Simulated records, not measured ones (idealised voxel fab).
Proc. module: voxel fin reveal
Square cell edge 5 nm, section width 155 nm, ID cut.
This document writes a cross-section as a grid whose cells are square, and gives it as bands, listed from the top down; one or more rows of cells form a band. A band entry consists of two parts. The first gives the height of the band's top and the height of its bottom, in nm. The rest lists the band's materials from left to right, each with its width in nm. A single material labelled with the word "all across" fills the band from edge to edge, and the word "air" marks empty space. Zero point of the height axis is 0; under it, received wafer = one material. Lowest band: continues down indefinitely, "z 0 and below". The expression "30 to 40" gives the width at the extremes of the band, the first number at its top row of cells and the second at its bottom row, with the width changing by equal amounts from each row to the next in between. For the purposes of this document, the phrase "nothing altered" attached to a step denotes that no cell within the cross-section was modified by that step. "Voids, sealed" enumerates empty spaces isolated from the top, with no open way to it, that contain at least 8 cells, giving each as width x height at distance from the left edge, all three in nm. Past the settings on a step's line: simulator remark, on that step. "overlay nm" denotes, for a step that has a mask, the displacement of the mask to the right of its planned place, with negative values corresponding to the left.

**Process steps - plan**
1. RECEIVE, material Si
2. CONFORMAL_DEP, material SiN, thk nm 10
3. DIRECTIONAL_DEP, material aC, thk nm 15
4. PATTERN, tone cover, mask id FINS, material resist, width nm 15, pitch nm 40, thk nm 30, overlay nm 0
5. DIRECTIONAL_ETCH, etch materials aC, depth nm 15
6. STRIP, etch materials resist
7. DIRECTIONAL_ETCH, etch materials SiN, depth nm 10
8. DIRECTIONAL_ETCH, etch materials Si, depth nm 30
9. STRIP, etch materials aC
10. FILL_DEP, material SiO2, thk nm 15
11. CMP, height nm 10
12. SELECTIVE_ETCH, etch materials SiO2, depth nm 30
13. STRIP, etch materials SiN
14. CONFORMAL_DEP, material HfO2, thk nm 5

**Incoming wafer in cross-section (state: after step 1)**
	z 0 and below = Si all across
	Voids, sealed: none

**Sectioned view, first of two wafers, at the close of the module, processed as intended in the plan**
	z 5 to 0 = air (45), HfO2 (25), air (15), HfO2 (25), air (45)
	z 0 to -15 = air (45), HfO2 (5), Si (15), HfO2 (5), air (15), HfO2 (5), Si (15), HfO2 (5), air (45)
	z -15 to -20 = HfO2 (50), Si (15), HfO2 (25), Si (15), HfO2 (50)
	z -20 to -30 = SiO2 (50), Si (15), SiO2 (25), Si (15), SiO2 (50)
	z -30 and below = Si all across
	Voids, sealed: none

**Second of two wafers, module complete, sectioned: it shares the first wafer's start and plan but was run with one mistake**
	z 15 to 0 = air (35), HfO2 (85), air (35)
	z 0 to -5 = air (35), HfO2 (15), Si (15), HfO2 (25), Si (15), HfO2 (15), air (35)
	z -5 to -20 = HfO2 (50), Si (15), HfO2 (25), Si (15), HfO2 (50)
	z -20 to -30 = SiO2 (50), Si (15), SiO2 (25), Si (15), SiO2 (50)
	z -30 and below = Si all across
	Voids, sealed: none
Which mistake was made when the wafer was run? step 14 was run on a setting that differed from the plan, and what really ran there is CONFORMAL_DEP, material HfO2, thk nm 15
End of process, cell counts, second wafer against first, materials with more or fewer: 90 more of HfO2
